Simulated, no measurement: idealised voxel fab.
The document below concerns the process module designated voxel fin reveal.
Xsec cut, 250 nm wide, square cell size 5 nm.
For the purposes of this document, a cross-section shall be understood as a grid of square cells, specified as bands listed in top-to-bottom order, each band consisting of one or more rows of cells.
The entry gives the band's vertical extent as a top height and a bottom height in nm, then its horizontal make-up as materials from left to right, each with a width in nm. "blank" stands for empty space; a single material marked "everywhere" fills the band edge to edge.
It should be noted that heights are counted from 0, beneath which the wafer as supplied is of one material throughout, and that the lowest band possesses no lower boundary but continues downward, as written in "0 down".
A two-number width, for instance "30 to 40", indicates that the width is equal to the first number in the top row of the band and to the second number in the bottom row, and that it changes by a constant amount per row of cells.
The cross-section has no changed cell in any step marked "nothing different".
For the entry "Closed empty spaces", the listed items are empty spaces with no open way to the top whose size is 8 cells or more; each item follows the pattern width x height at distance, where distance is from the left edge and all three are in nm.
Step line, after settings: the simulator's comment on this step.
What "overlay nm" on a step's line means: if the step has a mask, that mask lay this far to the right of its planned place, or, when the value is negative, to the left.
## Planned step list for the process
1) RECEIVE,material Si
2) CONFORMAL_DEP,material SiN,thk nm 5
3) PATTERN,tone cover,mask id FINS,material resist,width nm 15,pitch nm 45,thk nm 20,overlay nm 0
4) DIRECTIONAL_ETCH,etch materials SiN,depth nm 5
5) DIRECTIONAL_ETCH,etch materials Si,depth nm 35
6) STRIP,etch materials resist
7) FILL_DEP,material SiO2,thk nm 5
8) CMP,height nm 5
9) SELECTIVE_ETCH,etch materials SiO2,depth nm 15
10) STRIP,etch materials SiN
11) CONFORMAL_DEP,material HfO2,thk nm 5
## As-received wafer cross-section (after step 1)
* 0 down = Si everywhere
* Closed empty spaces: none
## Looking at the first of two wafers in cross-section at end of module - ran to plan
* 5 to 0 = blank 45, then HfO2 25, then blank 20, then HfO2 25, then blank 20, then HfO2 25, then blank 20, then HfO2 25, then blank 45
* 0 to -5 = blank 45, then HfO2 5, then Si 15, then HfO2 5, then blank 20, then HfO2 5, then Si 15, then HfO2 5, then blank 20, then HfO2 5, then Si 15, then HfO2 5, then blank 20, then HfO2 5, then Si 15, then HfO2 5, then blank 45
* -5 to -10 = HfO2 50, then Si 15, then HfO2 30, then Si 15, then HfO2 30, then Si 15, then HfO2 30, then Si 15, then HfO2 50
* -10 to -35 = SiO2 50, then Si 15, then SiO2 30, then Si 15, then SiO2 30, then Si 15, then SiO2 30, then Si 15, then SiO2 50
* -35 down = Si everywhere
* Closed empty spaces: none
## Cross-sectional view: second of two wafers, end of module; start and plan identical to the first, one mistake in running
* 5 to 0 = blank 50, then HfO2 25, then blank 20, then HfO2 25, then blank 20, then HfO2 25, then blank 20, then HfO2 25, then blank 40
* 0 to -5 = blank 50, then HfO2 5, then Si 15, then HfO2 5, then blank 20, then HfO2 5, then Si 15, then HfO2 5, then blank 20, then HfO2 5, then Si 15, then HfO2 5, then blank 20, then HfO2 5, then Si 15, then HfO2 5, then blank 40
* -5 to -10 = HfO2 55, then Si 15, then HfO2 30, then Si 15, then HfO2 30, then Si 15, then HfO2 30, then Si 15, then HfO2 45
* -10 to -35 = SiO2 55, then Si 15, then SiO2 30, then Si 15, then SiO2 30, then Si 15, then SiO2 30, then Si 15, then SiO2 45
* -35 down = Si everywhere
* Closed empty spaces: none
Where did the run depart from the plan? step 3 off recipe, ran as PATTERN,tone cover,mask id FINS,material resist,width nm 15,pitch nm 45,thk nm 20,overlay nm 5
When the process is done, the second wafer contains the same cell count of every material as the first wafer, but distributed over other locations.
